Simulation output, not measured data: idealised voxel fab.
The following process module bears the name voxel released beams.
We display cut, a cross-section 195 nm in width whose square cells are each 5 nm.
When this document writes out a cross-section, it uses a grid of square cells and lists it as bands, beginning at the top and moving down, with a band standing for one or more rows of cells.
Each band's line starts with the height of the band's top and of its bottom, in nm. Then come its materials from left to right, each with its width in nm. One material with "all across" fills the band from edge to edge. "blank" is empty space.
Heights are expressed relative to 0, this being the level below which the as-received wafer comprises one material exclusively. The lowest band is unbounded in the downward direction and is denoted as in "0..down".
A two-number width, for instance "30..40", indicates that the width is equal to the first number in the top row of the band and to the second number in the bottom row, and that it changes by a constant amount per row of cells.
It should be understood that the words "remains unaltered", when stated for a given step, signify that the cross-section underwent no change in any of its cells during that step.
Basically, "Trapped void list" tells you about the enclosed voids: empty spaces with no open way to the top, 8 cells or bigger, each written width x height at distance, where distance is from the left edge, all in nm.
Post-settings text on a step line: simulator's own remark regarding the step.
"overlay nm" on a masked step: distance the mask lay right of its planned place, negative for left.

### plan
1 RECEIVE: material Si
2 CONFORMAL_DEP: material SiN, thk nm 5
3 DIRECTIONAL_DEP: material SiO2, thk nm 10
4 MASKED_ETCH: tone open, mask id ANCHOR, width nm 45, etch materials SiO2, depth nm 10, overlay nm 0
5 CONFORMAL_DEP: material TiN, thk nm 15
6 DIRECTIONAL_DEP: material aC, thk nm 10
7 PATTERN: tone cover, mask id BEAM, material resist, width nm 120, thk nm 30, overlay nm 0
8 DIRECTIONAL_ETCH: etch materials aC, depth nm 10
9 STRIP: etch materials resist
10 DIRECTIONAL_ETCH: etch materials TiN, depth nm 15
11 STRIP: etch materials aC
12 STRIP: etch materials SiO2

### Step 1 complete: cross-section of the wafer as received
  0..down: Si all across
  Trapped void list: none

### Here's the cross-section of the first of our two wafers at the end of the module - it ran as planned
  30..20: blank: 35 | TiN: 20 | blank: 15 | TiN: 85 | blank: 40
  20..15: blank: 35 | TiN: 120 | blank: 40
  15..5: blank: 40 | TiN: 45 | blank: 110
  5..0: SiN all across
  0..down: Si all across
  Trapped void list: none

### Cross-sectional view of the second of two wafers upon completion of the module. This wafer shared its starting condition and process plan with the first; one error was made during its execution
  40..30: SiN: 55 | blank: 15 | SiN: 125
  30..20: TiN: 55 | SiN: 15 | TiN: 125
  20..15: TiN all across
  15..5: SiO2: 40 | TiN: 45 | SiO2: 110
  5..0: SiN all across
  0..down: Si all across
  Trapped void list: none
Short version of what went wrong: in deviation from the planned setting, step 6 was conducted as DIRECTIONAL_DEP: material SiN, thk nm 10
Once processing is complete, comparing cell counts shows that the second wafer has more or fewer of certain materials than the first: SiN +78; SiO2 +60; TiN +45
